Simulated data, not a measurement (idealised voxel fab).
Process module in this document: voxel self aligned vias
Section shown: cut. Width: 145 nm. Cell size: 5 nm, square.
In what follows, cross-sections appear as grids of square cells, described through bands that run from the top down, where every band is one or more rows of cells. The band entry comprises the height of the band's top followed by the height of its bottom, expressed in nm, and subsequently the band's materials from left to right, each stated together with its width in nm. Where a single material is marked with the word "all across", that material fills the band from edge to edge. The word "air" represents empty space. The level at which height equals 0 is the one under which the wafer, as it arrives, is entirely one material. No lower edge exists for the bottom band, which continues downward and is notated as in "top 0, no bottom". Note: "30->40" means the width goes from the first number (top row of the band) to the second number (bottom row) in equal steps per row of cells. A step reported as "changes: none" is a step in which no cell of the cross-section changed. Enclosed voids (no open way to top), threshold 8 cells or more, entry "Closed void listing", notation width x height at distance, distance from left edge, nm. Anything after a step's settings on that line? It's the simulator's own note about the step. "overlay nm", when on a step's line for a step with a mask, measures how far to the right of its planned place the mask lay; a negative measure means to the left.

[The process steps that were planned are listed below]
1) RECEIVE: material Si
2) CONFORMAL_DEP: material SiO2, thk nm 15
3) CONFORMAL_DEP: material SiCN, thk nm 5
4) DIRECTIONAL_DEP: material SiO2, thk nm 20
5) PATTERN: tone open, mask id LINES, material resist, width nm 20, pitch nm 50, thk nm 20, overlay nm 0
6) DIRECTIONAL_ETCH: etch materials SiO2, depth nm 20
7) STRIP: etch materials resist
8) CONFORMAL_DEP: material TiN, thk nm 5
9) FILL_DEP: material Ru, thk nm 10
10) CMP: height nm 40
11) SELECTIVE_ETCH: etch materials W Ru TiN, depth nm 5
12) FILL_DEP: material SiN, thk nm 5
13) CMP: height nm 40
14) DIRECTIONAL_DEP: material SiO2, thk nm 15
15) PATTERN: tone open, mask id VIAS, material resist, width nm 30, pitch nm 50, thk nm 20, overlay nm 0
16) DIRECTIONAL_ETCH: etch materials SiO2, depth nm 15
17) DIRECTIONAL_ETCH: etch materials SiN, depth nm 5
18) STRIP: etch materials resist
19) CONFORMAL_DEP: material TiN, thk nm 5
20) FILL_DEP: material W, thk nm 10
21) CMP: height nm 55
22) CONFORMAL_DEP: material SiCN, thk nm 5

[First wafer out of two, processed as planned]

[Here's what the wafer looked like in cross-section when it arrived - that's after step 1]
* top 0, no bottom: Si all across
* Closed void listing: none

[So this is the wafer cross-section right after step 2]
* top 15, bottom 0: SiO2 all across
* No changes below 0.

[So this is the wafer cross-section right after step 3]
* top 20, bottom 15: SiCN all across
* No changes below 15.

[So this is the wafer cross-section right after step 4]
* top 40, bottom 20: SiO2 all across
* No changes below 20.

[So this is the wafer cross-section right after step 5]
* top 60, bottom 40: resist=35; air=20; resist=30; air=20; resist=40
* No changes below 40.

[So this is the wafer cross-section right after step 6]
* top 60, bottom 40: resist=35; air=20; resist=30; air=20; resist=40
* top 40, bottom 20: SiO2=35; air=20; SiO2=30; air=20; SiO2=40
* No changes below 20.

[So this is the wafer cross-section right after step 7]
* top 40, bottom 20: SiO2=35; air=20; SiO2=30; air=20; SiO2=40
* No changes below 20.

[So this is the wafer cross-section right after step 8]
* top 45, bottom 40: TiN=40; air=10; TiN=40; air=10; TiN=45
* top 40, bottom 25: SiO2=35; TiN=5; air=10; TiN=5; SiO2=30; TiN=5; air=10; TiN=5; SiO2=40
* top 25, bottom 20: SiO2=35; TiN=20; SiO2=30; TiN=20; SiO2=40
* No changes below 20.

[So this is the wafer cross-section right after step 9]
* top 55, bottom 45: Ru all across
* top 45, bottom 40: TiN=40; Ru=10; TiN=40; Ru=10; TiN=45
* top 40, bottom 25: SiO2=35; TiN=5; Ru=10; TiN=5; SiO2=30; TiN=5; Ru=10; TiN=5; SiO2=40
* No changes below 25.

[So this is the wafer cross-section right after step 10]
* top 40, bottom 25: SiO2=35; TiN=5; Ru=10; TiN=5; SiO2=30; TiN=5; Ru=10; TiN=5; SiO2=40
* No changes below 25.

[So this is the wafer cross-section right after step 11]
* top 40, bottom 35: SiO2=35; air=20; SiO2=30; air=20; SiO2=40
* No changes below 35.

[So this is the wafer cross-section right after step 12]
* top 45, bottom 40: SiN all across
* top 40, bottom 35: SiO2=35; SiN=20; SiO2=30; SiN=20; SiO2=40
* No changes below 35.

[So this is the wafer cross-section right after step 13]
* top 40, bottom 35: SiO2=35; SiN=20; SiO2=30; SiN=20; SiO2=40
* No changes below 35.

[So this is the wafer cross-section right after step 14]
* top 55, bottom 40: SiO2 all across
* No changes below 40.

[So this is the wafer cross-section right after step 15]
* top 75, bottom 55: resist=30; air=30; resist=20; air=30; resist=35
* No changes below 55.

[So this is the wafer cross-section right after step 16]
* top 75, bottom 55: resist=30; air=30; resist=20; air=30; resist=35
* top 55, bottom 40: SiO2=30; air=30; SiO2=20; air=30; SiO2=35
* No changes below 40.

[So this is the wafer cross-section right after step 17]
* top 75, bottom 55: resist=30; air=30; resist=20; air=30; resist=35
* top 55, bottom 40: SiO2=30; air=30; SiO2=20; air=30; SiO2=35
* top 40, bottom 35: SiO2=35; air=20; SiO2=30; air=20; SiO2=40
* No changes below 35.

[So this is the wafer cross-section right after step 18]
* top 55, bottom 40: SiO2=30; air=30; SiO2=20; air=30; SiO2=35
* No changes below 40.

[So this is the wafer cross-section right after step 19]
* top 60, bottom 55: TiN=35; air=20; TiN=30; air=20; TiN=40
* top 55, bottom 45: SiO2=30; TiN=5; air=20; TiN=5; SiO2=20; TiN=5; air=20; TiN=5; SiO2=35
* top 45, bottom 40: SiO2=30; TiN=10; air=10; TiN=10; SiO2=20; TiN=10; air=10; TiN=10; SiO2=35
* top 40, bottom 35: SiO2=35; TiN=20; SiO2=30; TiN=20; SiO2=40
* No changes below 35.

[So this is the wafer cross-section right after step 20]
* top 70, bottom 60: W all across
* top 60, bottom 55: TiN=35; W=20; TiN=30; W=20; TiN=40
* top 55, bottom 45: SiO2=30; TiN=5; W=20; TiN=5; SiO2=20; TiN=5; W=20; TiN=5; SiO2=35
* top 45, bottom 40: SiO2=30; TiN=10; W=10; TiN=10; SiO2=20; TiN=10; W=10; TiN=10; SiO2=35
* No changes below 40.

[So this is the wafer cross-section right after step 21]
* top 55, bottom 45: SiO2=30; TiN=5; W=20; TiN=5; SiO2=20; TiN=5; W=20; TiN=5; SiO2=35
* No changes below 45.

[So this is the wafer cross-section right after step 22]
* top 60, bottom 55: SiCN all across
* No changes below 55.

[The second wafer began exactly as the first did and followed the same plan, but one mistake was made while running it; through step 14 inclusive, the two wafers are identical]

[Second wafer, cross-section, planned end of step 15]
* top 75, bottom 55: resist=20; air=30; resist=20; air=30; resist=45
* No changes below 55.

[Second wafer, cross-section, planned end of step 16]
* top 75, bottom 55: resist=20; air=30; resist=20; air=30; resist=45
* top 55, bottom 40: SiO2=20; air=30; SiO2=20; air=30; SiO2=45
* No changes below 40.

[Second wafer, cross-section, planned end of step 17]
* top 75, bottom 55: resist=20; air=30; resist=20; air=30; resist=45
* top 55, bottom 40: SiO2=20; air=30; SiO2=20; air=30; SiO2=45
* top 40, bottom 35: SiO2=35; air=15; SiN=5; SiO2=30; air=15; SiN=5; SiO2=40
* No changes below 35.

[Second wafer, cross-section, planned end of step 18]
* top 55, bottom 40: SiO2=20; air=30; SiO2=20; air=30; SiO2=45
* No changes below 40.

[Second wafer, cross-section, planned end of step 19]
* top 60, bottom 55: TiN=25; air=20; TiN=30; air=20; TiN=50
* top 55, bottom 45: SiO2=20; TiN=5; air=20; TiN=5; SiO2=20; TiN=5; air=20; TiN=5; SiO2=45
* top 45, bottom 40: SiO2=20; TiN=20; air=5; TiN=5; SiO2=20; TiN=20; air=5; TiN=5; SiO2=45
* top 40, bottom 35: SiO2=35; TiN=15; SiN=5; SiO2=30; TiN=15; SiN=5; SiO2=40
* No changes below 35.

[Second wafer, cross-section, planned end of step 20]
* top 70, bottom 60: W all across
* top 60, bottom 55: TiN=25; W=20; TiN=30; W=20; TiN=50
* top 55, bottom 45: SiO2=20; TiN=5; W=20; TiN=5; SiO2=20; TiN=5; W=20; TiN=5; SiO2=45
* top 45, bottom 40: SiO2=20; TiN=20; W=5; TiN=5; SiO2=20; TiN=20; W=5; TiN=5; SiO2=45
* No changes below 40.

[Second wafer, cross-section, planned end of step 21]
* top 55, bottom 45: SiO2=20; TiN=5; W=20; TiN=5; SiO2=20; TiN=5; W=20; TiN=5; SiO2=45
* No changes below 45.

[Second wafer, cross-section, planned end of step 22]
* top 60, bottom 55: SiCN all across
* No changes below 55.
What went wrong in running the wafer? for step 15, the planned setting was not used; the step was instead run as PATTERN: tone open, mask id VIAS, material resist, width nm 30, pitch nm 50, thk nm 20, overlay nm -10
Final comparison by cell count, materials where the second wafer has more or fewer than the first: +2 SiN | -2 W
